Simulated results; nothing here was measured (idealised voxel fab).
You're looking at the process module voxel ribs on slabs.
Pictured: cross-section cut, 235 nm wide, on a grid of 5 nm square cells.
This document writes a cross-section as a grid whose cells are square, and gives it as bands, listed from the top down; one or more rows of cells form a band.
Each band's line starts with the height of the band's top and of its bottom, in nm. Then come its materials from left to right, each with its width in nm. One material with "everywhere" fills the band from edge to edge. "air" is empty space.
Height reference: 0 = level under which incoming wafer is all one material. Lowest band: no bottom, runs on downward, e.g. "0 -> down".
When a width is written as two numbers, as in "30->40", the first number is the width in the top row of cells of the band and the second is the width in its bottom row, and the width changes by the same amount from each row to the next.
Step note "remained the same" = no cross-section cell changed.
Any empty space of 8 cells or more lacking an open way to the top shows up in "Completely enclosed voids" as width x height at distance, distance from the left edge, in nm.
On a step's line, text after the settings is the simulator commenting on that step.
The "overlay nm" setting may appear on a step's line; for a step that uses a mask, it gives how far to the right of its planned position the mask lay, and a negative value indicates the left.
Process steps (planned):
- 1: RECEIVE, material Si
- 2: DIRECTIONAL_DEP, material SiO2, thk nm 20
- 3: DIRECTIONAL_DEP, material SiN, thk nm 25
- 4: DIRECTIONAL_DEP, material aC, thk nm 15
- 5: PATTERN, tone cover, mask id RIB, material resist, width nm 20, thk nm 35, overlay nm 0
- 6: DIRECTIONAL_ETCH, etch materials aC, depth nm 15
- 7: STRIP, etch materials resist
- 8: DIRECTIONAL_ETCH, etch materials SiN, depth nm 5
- 9: STRIP, etch materials aC
- 10: MASKED_ETCH, tone cover, mask id SLAB, width nm 60, etch materials SiN, depth nm 20, overlay nm 0
- 11: FILL_DEP, material SiO2, thk nm 15
- 12: CMP, height nm 55
- 13: DIRECTIONAL_DEP, material TiN, thk nm 5
- 14: PATTERN, tone cover, mask id HEATER, material resist, width nm 40, thk nm 20, overlay nm 0
- 15: DIRECTIONAL_ETCH, etch materials TiN, depth nm 5
- 16: STRIP, etch materials resist
- 17: CONFORMAL_DEP, material SiN, thk nm 5
Across this set of wafers, the varied parameter is the width nm of step 5. Starting conditions are identical for every wafer, and the plan reports the value assigned to the first wafer.
Cross-section of the first of several wafers as received (after step 1):
0 -> down = Si everywhere
Completely enclosed voids: none
Cross-sectional representation of the first of several wafers at the end of the module, i.e. after its terminal step, step 17:
65 -> 60 = air 90 / SiN 50 / air 95
60 -> 55 = SiN 95 / TiN 40 / SiN 100
55 -> 45 = SiO2 everywhere
45 -> 40 = SiO2 105 / SiN 20 / SiO2 110
40 -> 20 = SiO2 85 / SiN 60 / SiO2 90
20 -> 0 = SiO2 everywhere
0 -> down = Si everywhere
Completely enclosed voids: none
Cross-sectional view of the final wafer of several at the module's end:
65 -> 60 = air 90 / SiN 50 / air 95
60 -> 55 = SiN 95 / TiN 40 / SiN 100
55 -> 45 = SiO2 everywhere
45 -> 40 = SiO2 95 / SiN 45 / SiO2 95
40 -> 20 = SiO2 85 / SiN 60 / SiO2 90
20 -> 0 = SiO2 everywhere
0 -> down = Si everywhere
Completely enclosed voids: none
The table below has one row for each wafer; a row shows, as of the end of the module, how many cells of each material the wafer has gained, marked (+), or lost, marked (-), since it was received, and then the wafer's closed voids:
width nm 20 | +101 SiN | +465 SiO2 | +8 TiN | Completely enclosed voids: none
width nm 25 | +102 SiN | +464 SiO2 | +8 TiN | Completely enclosed voids: none
width nm 30 | +103 SiN | +463 SiO2 | +8 TiN | Completely enclosed voids: none
width nm 35 | +104 SiN | +462 SiO2 | +8 TiN | Completely enclosed voids: none
width nm 40 | +105 SiN | +461 SiO2 | +8 TiN | Completely enclosed voids: none
width nm 45 | +106 SiN | +460 SiO2 | +8 TiN | Completely enclosed voids: none
